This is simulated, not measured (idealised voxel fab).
process module | voxel gate over fins
cross-section cut | 290 nm wide | cells 5 nm
A cross-section is a grid of square cells, given in bands from the top down. A band is one or more rows of cells.
Each band's line starts with the height of the band's top and of its bottom, in nm. Then come its materials from left to right, each with its width in nm. One material with "throughout" fills the band from edge to edge. "air" is empty space.
Height 0 is the level under which the wafer as received is all one material. The lowest band goes on downwards, as in "0 down".
A width such as "30 to 40" changes by the same amount from each row of cells to the next, from the band's top row to its bottom row.
"no change" after a step means that no cell of the cross-section changed.
closed voids: empty space of 8 cells or more with no open way to the top, each as width x height at its distance from the left edge, in nm
after a step's settings: what the simulator itself notes on the step
overlay nm, on a step with a mask: how far to the right of its planned place the mask lay; to the left if negative
plan
1 op RECEIVE | material Si
2 op CONFORMAL_DEP | material SiN | thk nm 5
3 op PATTERN | tone cover | mask id FINS | material resist | width nm 15 | pitch nm 40 | thk nm 15 | overlay nm 0
4 op DIRECTIONAL_ETCH | etch materials SiN | depth nm 5
5 op DIRECTIONAL_ETCH | etch materials Si | depth nm 35
6 op STRIP | etch materials resist
7 op OXIDIZE | depth nm 5
8 op FILL_DEP | material SiO2 | thk nm 5
9 op CMP | height nm 5
10 op SELECTIVE_ETCH | etch materials SiO2 | depth nm 20
11 op STRIP | etch materials SiN
12 op CONFORMAL_DEP | material HfO2 | thk nm 5
13 op CONFORMAL_DEP | material TiN | thk nm 5
14 op FILL_DEP | material W | thk nm 15
15 op CMP | height nm 20
16 op CONFORMAL_DEP | material SiN | thk nm 10
as received, after step 1
  0 down: Si throughout
  closed voids: none
first wafer at the end, as planned
  30 to 20: SiN throughout
  20 to 10: W throughout
  10 to 5: W 70 | TiN 25 | W 15 | TiN 25 | W 15 | TiN 25 | W 15 | TiN 25 | W 75
  5 to 0: W 70 | TiN 5 | HfO2 15 | TiN 5 | W 15 | TiN 5 | HfO2 15 | TiN 5 | W 15 | TiN 5 | HfO2 15 | TiN 5 | W 15 | TiN 5 | HfO2 15 | TiN 5 | W 75
  0 to -5: W 70 | TiN 5 | HfO2 5 | Si 5 | HfO2 5 | TiN 5 | W 15 | TiN 5 | HfO2 5 | Si 5 | HfO2 5 | TiN 5 | W 15 | TiN 5 | HfO2 5 | Si 5 | HfO2 5 | TiN 5 | W 15 | TiN 5 | HfO2 5 | Si 5 | HfO2 5 | TiN 5 | W 75
  -5 to -10: TiN 75 | HfO2 5 | Si 5 | HfO2 5 | TiN 25 | HfO2 5 | Si 5 | HfO2 5 | TiN 25 | HfO2 5 | Si 5 | HfO2 5 | TiN 25 | HfO2 5 | Si 5 | HfO2 5 | TiN 80
  -10 to -15: HfO2 80 | Si 5 | HfO2 35 | Si 5 | HfO2 35 | Si 5 | HfO2 35 | Si 5 | HfO2 85
  -15 to -40: SiO2 80 | Si 5 | SiO2 35 | Si 5 | SiO2 35 | Si 5 | SiO2 35 | Si 5 | SiO2 85
  -40 down: Si throughout
  closed voids: none
second wafer at the end: like start, like plan, one mistake
  30 to 20: SiN throughout
  20 to 10: W throughout
  10 to 5: W 70 | TiN 30 | W 10 | TiN 30 | W 10 | TiN 30 | W 10 | TiN 30 | W 70
  5 to 0: W 70 | TiN 5 | HfO2 20 | TiN 5 | W 10 | TiN 5 | HfO2 20 | TiN 5 | W 10 | TiN 5 | HfO2 20 | TiN 5 | W 10 | TiN 5 | HfO2 20 | TiN 5 | W 70
  0 to -5: W 70 | TiN 5 | HfO2 5 | Si 10 | HfO2 5 | TiN 5 | W 10 | TiN 5 | HfO2 5 | Si 10 | HfO2 5 | TiN 5 | W 10 | TiN 5 | HfO2 5 | Si 10 | HfO2 5 | TiN 5 | W 10 | TiN 5 | HfO2 5 | Si 10 | HfO2 5 | TiN 5 | W 70
  -5 to -10: TiN 75 | HfO2 5 | Si 10 | HfO2 5 | TiN 20 | HfO2 5 | Si 10 | HfO2 5 | TiN 20 | HfO2 5 | Si 10 | HfO2 5 | TiN 20 | HfO2 5 | Si 10 | HfO2 5 | TiN 75
  -10 to -15: HfO2 80 | Si 10 | HfO2 30 | Si 10 | HfO2 30 | Si 10 | HfO2 30 | Si 10 | HfO2 80
  -15 to -40: SiO2 80 | Si 10 | SiO2 30 | Si 10 | SiO2 30 | Si 10 | SiO2 30 | Si 10 | SiO2 80
  -40 down: Si throughout
  closed voids: none
what went wrong: step 3 ran as: op PATTERN | tone cover | mask id FINS | material resist | width nm 20 | pitch nm 40 | thk nm 15 | overlay nm 0
at the end the second wafer has, in cells: 32 more of Si | 20 fewer of SiO2 | 12 fewer of W
